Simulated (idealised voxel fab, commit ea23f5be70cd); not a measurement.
The following is a process module called voxel transistor to metal.
Cross-section cut spans 300 nm and uses square cells 5 nm in size.
Square cells in a grid make up a cross-section in this document, and the grid is given as bands, listed from the top down, each one or more rows of cells. This entry defines a band. It first specifies the height of the band's top and the height of its bottom in nm, and then specifies the band's materials from left to right, stating each material with its width in nm. The word "everywhere" identifies a single material that fills the band from edge to edge, while the word "empty" identifies empty space. It should be noted that heights are counted from 0, beneath which the wafer as supplied is of one material throughout, and that the lowest band possesses no lower boundary but continues downward, as written in "0 -> down". Read "30 to 40" as a graded width: first number on top, second number at the bottom, same change between each pair of neighbouring rows. No cell of the cross-section changed in a step that is given as "nothing changed". Reported under the label "Voids, sealed" are the empty spaces having no open way to the top and comprising 8 cells or more; the notation for each is width x height at distance, in which the distance is measured from the left edge and all three values are in nm. Read whatever lies past the settings on a step's line as the simulator's own remark about the step. overlay nm: step with mask; distance mask lay right of planned place; negative value = left of planned place.
-- The process steps that were planned are listed below
| 1 | RECEIVE (material Si) |
| 2 | CONFORMAL_DEP (material SiO2; thk nm 5) |
| 3 | CONFORMAL_DEP (material SiN; thk nm 15) |
| 4 | MASKED_ETCH (tone cover; mask id ACTIVE; width nm 105; pitch nm 125; etch materials SiN; depth nm 15; overlay nm 0) |
| 5 | MASKED_ETCH (tone cover; mask id ACTIVE; width nm 105; pitch nm 125; etch materials SiO2; depth nm 5; overlay nm 0) |
| 6 | MASKED_ETCH (tone cover; mask id ACTIVE; width nm 105; pitch nm 125; etch materials Si; depth nm 30; overlay nm 0) |
| 7 | OXIDIZE (depth nm 5) |
| 8 | FILL_DEP (material SiO2; thk nm 15) |
| 9 | CMP (height nm 20) |
| 10 | SELECTIVE_ETCH (etch materials SiO2; depth nm 10) |
| 11 | STRIP (etch materials SiN) |
| 12 | SELECTIVE_ETCH (etch materials SiO2; depth nm 5) |
| 13 | OXIDIZE (depth nm 5) |
| 14 | DIRECTIONAL_DEP (material polySi; thk nm 30) |
| 15 | DIRECTIONAL_DEP (material SiCN; thk nm 15) |
| 16 | DIRECTIONAL_DEP (material aC; thk nm 10) |
| 17 | PATTERN (tone cover; mask id GATE; material resist; width nm 25; pitch nm 125; thk nm 25; overlay nm 0) |
| 18 | DIRECTIONAL_ETCH (etch materials aC; depth nm 10) |
| 19 | STRIP (etch materials resist) |
| 20 | DIRECTIONAL_ETCH (etch materials SiCN; depth nm 25) |
| 21 | DIRECTIONAL_ETCH (etch materials polySi; depth nm 40) |
| 22 | STRIP (etch materials aC) |
| 23 | CONFORMAL_DEP (material SiN; thk nm 5) |
| 24 | DIRECTIONAL_ETCH (etch materials SiN; depth nm 5) |
| 25 | DIRECTIONAL_ETCH (etch materials SiO2; depth nm 5) |
| 26 | DIRECTIONAL_ETCH (etch materials Si; depth nm 15) |
| 27 | EPI (material pSi; thk nm 20) |
| 28 | FILL_DEP (material SiO2; thk nm 5) |
| 29 | CMP (height nm 30) |
| 30 | STRIP (etch materials polySi) |
| 31 | SELECTIVE_ETCH (etch materials SiO2; depth nm 5) |
| 32 | CONFORMAL_DEP (material HfO2; thk nm 5) |
| 33 | CONFORMAL_DEP (material TiN; thk nm 5) |
| 34 | FILL_DEP (material W; thk nm 5) |
| 35 | CMP (height nm 25) |
| 36 | DIRECTIONAL_DEP (material SiO2; thk nm 10) |
| 37 | DIRECTIONAL_DEP (material aC; thk nm 10) |
| 38 | PATTERN (tone open; mask id CONTACT; material resist; width nm 20; thk nm 25; overlay nm 0) |
| 39 | DIRECTIONAL_ETCH (etch materials aC; depth nm 10) |
| 40 | STRIP (etch materials resist) |
| 41 | DIRECTIONAL_ETCH (etch materials SiO2; depth nm 35) |
| 42 | STRIP (etch materials aC) |
| 43 | CONFORMAL_DEP (material TiN; thk nm 5) |
| 44 | FILL_DEP (material Ru; thk nm 10) |
| 45 | CMP (height nm 35) |
| 46 | DIRECTIONAL_DEP (material TiN; thk nm 5) |
| 47 | DIRECTIONAL_DEP (material Ru; thk nm 15) |
| 48 | MASKED_ETCH (tone cover; mask id METAL_1; width nm 20; etch materials Ru; depth nm 15; overlay nm 0) |
| 49 | MASKED_ETCH (tone cover; mask id METAL_1; width nm 20; etch materials TiN; depth nm 5; overlay nm 0) |
| 50 | CONFORMAL_DEP (material SiN; thk nm 5) |
| 51 | FILL_DEP (material SiO2; thk nm 10) |
| 52 | CMP (height nm 55) |
| 53 | CONFORMAL_DEP (material SiCN; thk nm 5) |
| 54 | DIRECTIONAL_DEP (material lowk; thk nm 30) |
| 55 | DIRECTIONAL_DEP (material aC; thk nm 10) |
| 56 | PATTERN (tone open; mask id METAL_2_HOLES; material resist; width nm 15; pitch nm 125; thk nm 30; overlay nm 0) |
| 57 | DIRECTIONAL_ETCH (etch materials aC; depth nm 10) |
| 58 | STRIP (etch materials resist) |
| 59 | DIRECTIONAL_ETCH (etch materials lowk; depth nm 30) |
| 60 | STRIP (etch materials aC) |
| 61 | PATTERN (tone open; mask id METAL_2; material resist; width nm 20; pitch nm 125; thk nm 20; overlay nm 0) |
| 62 | DIRECTIONAL_ETCH (etch materials lowk; depth nm 15) |
| 63 | DIRECTIONAL_ETCH (etch materials SiCN; depth nm 5) |
| 64 | STRIP (etch materials resist) |
| 65 | CONFORMAL_DEP (material TiN; thk nm 5) |
| 66 | FILL_DEP (material Cu; thk nm 10) |
| 67 | CMP (height nm 90) |
| 68 | CONFORMAL_DEP (material SiCN; thk nm 5) |
-- Here's what the wafer looked like in cross-section when it arrived - that's after step 1
- 0 -> down: Si everywhere
- Voids, sealed: none
-- Here's the cross-section of the first of our two wafers at the end of the module - it ran as planned
- 95 -> 90: SiCN everywhere
- 90 -> 80: 40 nm lowk  5 nm TiN  10 nm Cu  5 nm TiN  105 nm lowk  5 nm TiN  10 nm Cu  5 nm TiN  115 nm lowk
- 80 -> 75: 40 nm lowk  5 nm TiN  5 nm Cu  10 nm TiN  105 nm lowk  5 nm TiN  5 nm Cu  10 nm TiN  115 nm lowk
- 75 -> 60: 40 nm lowk  5 nm TiN  5 nm Cu  5 nm TiN  110 nm lowk  5 nm TiN  5 nm Cu  5 nm TiN  120 nm lowk
- 60 -> 55: 40 nm SiCN  15 nm TiN  110 nm SiCN  15 nm TiN  120 nm SiCN
- 55 -> 40: 35 nm SiO2  5 nm SiN  20 nm Ru  5 nm SiN  45 nm SiO2  5 nm SiN  20 nm Ru  5 nm SiN  20 nm SiO2  5 nm SiN  20 nm Ru  5 nm SiN  45 nm SiO2  5 nm SiN  20 nm Ru  5 nm SiN  35 nm SiO2
- 40 -> 35: 40 nm SiN  20 nm TiN  55 nm SiN  20 nm TiN  30 nm SiN  20 nm TiN  55 nm SiN  20 nm TiN  40 nm SiN
- 35 -> 25: 40 nm SiO2  5 nm TiN  10 nm Ru  5 nm TiN  55 nm SiO2  5 nm TiN  10 nm Ru  5 nm TiN  30 nm SiO2  5 nm TiN  10 nm Ru  5 nm TiN  55 nm SiO2  5 nm TiN  10 nm Ru  5 nm TiN  40 nm SiO2
- 25 -> 20: 40 nm SiO2  5 nm TiN  10 nm Ru  5 nm TiN  10 nm SiO2  5 nm SiN  5 nm HfO2  5 nm TiN  5 nm W  5 nm TiN  5 nm HfO2  5 nm SiN  10 nm SiO2  5 nm TiN  10 nm Ru  5 nm TiN  30 nm SiO2  5 nm TiN  10 nm Ru  5 nm TiN  10 nm SiO2  5 nm SiN  5 nm HfO2  5 nm TiN  5 nm W  5 nm TiN  5 nm HfO2  5 nm SiN  10 nm SiO2  5 nm TiN  10 nm Ru  5 nm TiN  40 nm SiO2
- 20 -> 15: 40 nm SiO2  20 nm TiN  10 nm SiO2  5 nm SiN  5 nm HfO2  5 nm TiN  5 nm W  5 nm TiN  5 nm HfO2  5 nm SiN  10 nm SiO2  20 nm TiN  30 nm SiO2  20 nm TiN  10 nm SiO2  5 nm SiN  5 nm HfO2  5 nm TiN  5 nm W  5 nm TiN  5 nm HfO2  5 nm SiN  10 nm SiO2  20 nm TiN  40 nm SiO2
- 15 -> 5: 40 nm SiO2  10 nm TiN  20 nm pSi  5 nm SiN  5 nm HfO2  5 nm TiN  5 nm W  5 nm TiN  5 nm HfO2  5 nm SiN  20 nm pSi  10 nm TiN  30 nm SiO2  10 nm TiN  20 nm pSi  5 nm SiN  5 nm HfO2  5 nm TiN  5 nm W  5 nm TiN  5 nm HfO2  5 nm SiN  20 nm pSi  10 nm TiN  40 nm SiO2
- 5 -> 0: 30 nm SiO2  5 nm SiN  5 nm SiO2  10 nm TiN  20 nm pSi  5 nm SiN  5 nm HfO2  15 nm TiN  5 nm HfO2  5 nm SiN  20 nm pSi  10 nm TiN  5 nm SiO2  5 nm SiN  10 nm SiO2  5 nm SiN  5 nm SiO2  10 nm TiN  20 nm pSi  5 nm SiN  5 nm HfO2  15 nm TiN  5 nm HfO2  5 nm SiN  20 nm pSi  10 nm TiN  5 nm SiO2  5 nm SiN  30 nm SiO2
- 0 -> -5: 35 nm SiO2  35 nm pSi  35 nm HfO2  35 nm pSi  20 nm SiO2  35 nm pSi  35 nm HfO2  35 nm pSi  35 nm SiO2
- -5 -> -20: 40 nm SiO2  30 nm pSi  35 nm Si  30 nm pSi  30 nm SiO2  30 nm pSi  35 nm Si  30 nm pSi  40 nm SiO2
- -20 -> -35: 40 nm SiO2  95 nm Si  30 nm SiO2  95 nm Si  40 nm SiO2
- -35 -> down: Si everywhere
- Voids, sealed: none
-- Cross-section, second wafer: same start as the first, same plan as the first, one mistake in running it; taken at the end of the module
- 95 -> 90: SiCN everywhere
- 90 -> 80: 40 nm lowk  5 nm TiN  10 nm Cu  5 nm TiN  105 nm lowk  5 nm TiN  10 nm Cu  5 nm TiN  115 nm lowk
- 80 -> 75: 40 nm lowk  5 nm TiN  5 nm Cu  10 nm TiN  105 nm lowk  5 nm TiN  5 nm Cu  10 nm TiN  115 nm lowk
- 75 -> 60: 40 nm lowk  5 nm TiN  5 nm Cu  5 nm TiN  110 nm lowk  5 nm TiN  5 nm Cu  5 nm TiN  120 nm lowk
- 60 -> 55: 40 nm SiCN  15 nm TiN  110 nm SiCN  15 nm TiN  120 nm SiCN
- 55 -> 45: 40 nm Ru  5 nm SiN  10 nm SiO2  5 nm SiN  55 nm Ru  5 nm SiN  10 nm SiO2  5 nm SiN  30 nm Ru  5 nm SiN  10 nm SiO2  5 nm SiN  55 nm Ru  5 nm SiN  10 nm SiO2  5 nm SiN  40 nm Ru
- 45 -> 40: 40 nm Ru  20 nm SiN  55 nm Ru  20 nm SiN  30 nm Ru  20 nm SiN  55 nm Ru  20 nm SiN  40 nm Ru
- 40 -> 35: TiN everywhere
- 35 -> 25: 40 nm SiO2  5 nm TiN  10 nm Ru  5 nm TiN  55 nm SiO2  5 nm TiN  10 nm Ru  5 nm TiN  30 nm SiO2  5 nm TiN  10 nm Ru  5 nm TiN  55 nm SiO2  5 nm TiN  10 nm Ru  5 nm TiN  40 nm SiO2
- 25 -> 20: 40 nm SiO2  5 nm TiN  10 nm Ru  5 nm TiN  10 nm SiO2  5 nm SiN  5 nm HfO2  5 nm TiN  5 nm W  5 nm TiN  5 nm HfO2  5 nm SiN  10 nm SiO2  5 nm TiN  10 nm Ru  5 nm TiN  30 nm SiO2  5 nm TiN  10 nm Ru  5 nm TiN  10 nm SiO2  5 nm SiN  5 nm HfO2  5 nm TiN  5 nm W  5 nm TiN  5 nm HfO2  5 nm SiN  10 nm SiO2  5 nm TiN  10 nm Ru  5 nm TiN  40 nm SiO2
- 20 -> 15: 40 nm SiO2  20 nm TiN  10 nm SiO2  5 nm SiN  5 nm HfO2  5 nm TiN  5 nm W  5 nm TiN  5 nm HfO2  5 nm SiN  10 nm SiO2  20 nm TiN  30 nm SiO2  20 nm TiN  10 nm SiO2  5 nm SiN  5 nm HfO2  5 nm TiN  5 nm W  5 nm TiN  5 nm HfO2  5 nm SiN  10 nm SiO2  20 nm TiN  40 nm SiO2
- 15 -> 5: 40 nm SiO2  10 nm TiN  20 nm pSi  5 nm SiN  5 nm HfO2  5 nm TiN  5 nm W  5 nm TiN  5 nm HfO2  5 nm SiN  20 nm pSi  10 nm TiN  30 nm SiO2  10 nm TiN  20 nm pSi  5 nm SiN  5 nm HfO2  5 nm TiN  5 nm W  5 nm TiN  5 nm HfO2  5 nm SiN  20 nm pSi  10 nm TiN  40 nm SiO2
- 5 -> 0: 30 nm SiO2  5 nm SiN  5 nm SiO2  10 nm TiN  20 nm pSi  5 nm SiN  5 nm HfO2  15 nm TiN  5 nm HfO2  5 nm SiN  20 nm pSi  10 nm TiN  5 nm SiO2  5 nm SiN  10 nm SiO2  5 nm SiN  5 nm SiO2  10 nm TiN  20 nm pSi  5 nm SiN  5 nm HfO2  15 nm TiN  5 nm HfO2  5 nm SiN  20 nm pSi  10 nm TiN  5 nm SiO2  5 nm SiN  30 nm SiO2
- 0 -> -5: 35 nm SiO2  35 nm pSi  35 nm HfO2  35 nm pSi  20 nm SiO2  35 nm pSi  35 nm HfO2  35 nm pSi  35 nm SiO2
- -5 -> -20: 40 nm SiO2  30 nm pSi  35 nm Si  30 nm pSi  30 nm SiO2  30 nm pSi  35 nm Si  30 nm pSi  40 nm SiO2
- -20 -> -35: 40 nm SiO2  95 nm Si  30 nm SiO2  95 nm Si  40 nm SiO2
- -35 -> down: Si everywhere
- Voids, sealed: none
Here's what went sideways: the process deviated at step 48: the operation and settings actually run there were MASKED_ETCH (tone open; mask id METAL_1; width nm 20; etch materials Ru; depth nm 15; overlay nm 0)
Looking at both finished wafers in cells, the second ends up ahead of or behind the first on some materials: Ru: 84 more, SiN: 36 fewer, SiO2: 92 fewer, TiN: 44 more
